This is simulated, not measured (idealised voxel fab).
Proc. module: voxel self aligned contacts
Cross-section cut: width 235 nm, square cells of 5 nm.
Each cross-section below is a grid of square cells, stated as bands in top-down order, with one or more rows of cells making up each band.
Heads up on the band format: heights come first, top then bottom, in nm. After that it's the materials left to right, each with its width in nm. A single material flagged "all across" fills the whole band edge to edge, and "empty" means there's empty space there.
Heights are expressed relative to 0, this being the level below which the as-received wafer comprises one material exclusively. The lowest band is unbounded in the downward direction and is denoted as in "0 down".
Width spec "30 to 40" -> top row of cells at first value, bottom row at second value, equal per-row change in between.
The cross-section has no changed cell in any step marked "remained unchanged".
Voids not open to the top, 8 cells minimum: see "Completely sealed voids". Written width x height at distance; distance is from the left edge; nm.
Post-settings text on a step line: simulator's own remark regarding the step.
overlay nm: how far to the right of its planned place the mask lay on this masked step (negative: to the left).

[Below is the list of planned process steps]
1,RECEIVE | material Si
2,OXIDIZE | depth nm 5
3,DIRECTIONAL_DEP | material polySi | thk nm 20
4,DIRECTIONAL_DEP | material SiN | thk nm 15
5,DIRECTIONAL_DEP | material aC | thk nm 15
6,PATTERN | tone cover | mask id GATE | material resist | width nm 35 | pitch nm 60 | thk nm 30 | overlay nm 0
7,DIRECTIONAL_ETCH | etch materials aC | depth nm 15
8,STRIP | etch materials resist
9,DIRECTIONAL_ETCH | etch materials SiN | depth nm 15
10,DIRECTIONAL_ETCH | etch materials polySi | depth nm 20
11,STRIP | etch materials aC
12,CONFORMAL_DEP | material SiN | thk nm 5
13,DIRECTIONAL_ETCH | etch materials SiN | depth nm 5
14,FILL_DEP | material SiO2 | thk nm 10
15,CMP | height nm 40
16,DIRECTIONAL_DEP | material aC | thk nm 10
17,PATTERN | tone open | mask id CONTACT | material resist | width nm 35 | thk nm 30 | overlay nm 0
18,DIRECTIONAL_ETCH | etch materials aC | depth nm 10
19,STRIP | etch materials resist
20,DIRECTIONAL_ETCH | etch materials SiO2 | depth nm 45
21,STRIP | etch materials aC
22,CONFORMAL_DEP | material TiN | thk nm 5
23,FILL_DEP | material Ru | thk nm 10
24,CMP | height nm 40
25,CONFORMAL_DEP | material SiN | thk nm 5

[Shown in cross-section is the wafer as received, that is, as it stands after step 1]
0 down  Si all across
Completely sealed voids: none

[Wafer cross-section at module end: first of two, run to plan]
45 to 40  SiN all across
40 to 35  SiO2 (100) | TiN (15) | Ru (5) | TiN (15) | SiO2 (100)
35 to 20  SiO2 (65) | SiN (45) | TiN (5) | Ru (5) | TiN (5) | SiN (45) | SiO2 (65)
20 to 0  SiO2 (65) | SiN (5) | polySi (35) | SiN (5) | TiN (5) | Ru (5) | TiN (5) | SiN (5) | polySi (35) | SiN (5) | SiO2 (65)
0 to -5  SiO2 (110) | TiN (15) | SiO2 (110)
-5 down  Si all across
Completely sealed voids: none

[Wafer two (of two), end-of-module cross-section: start = wafer one, plan = wafer one, one run mistake]
45 to 40  SiN all across
40 to 35  SiO2 (65) | SiN (45) | TiN (15) | SiN (45) | SiO2 (65)
35 to 20  SiN all across
20 to 0  polySi all across
0 to -5  SiO2 all across
-5 down  Si all across
Completely sealed voids: none
Run error: it should be noted that step 4 of the plan was executed twice
Count the cells at the end and the second wafer has more or fewer of some materials than the first: Ru -8 | SiN +89 | SiO2 -193 | TiN -20 | polySi +132
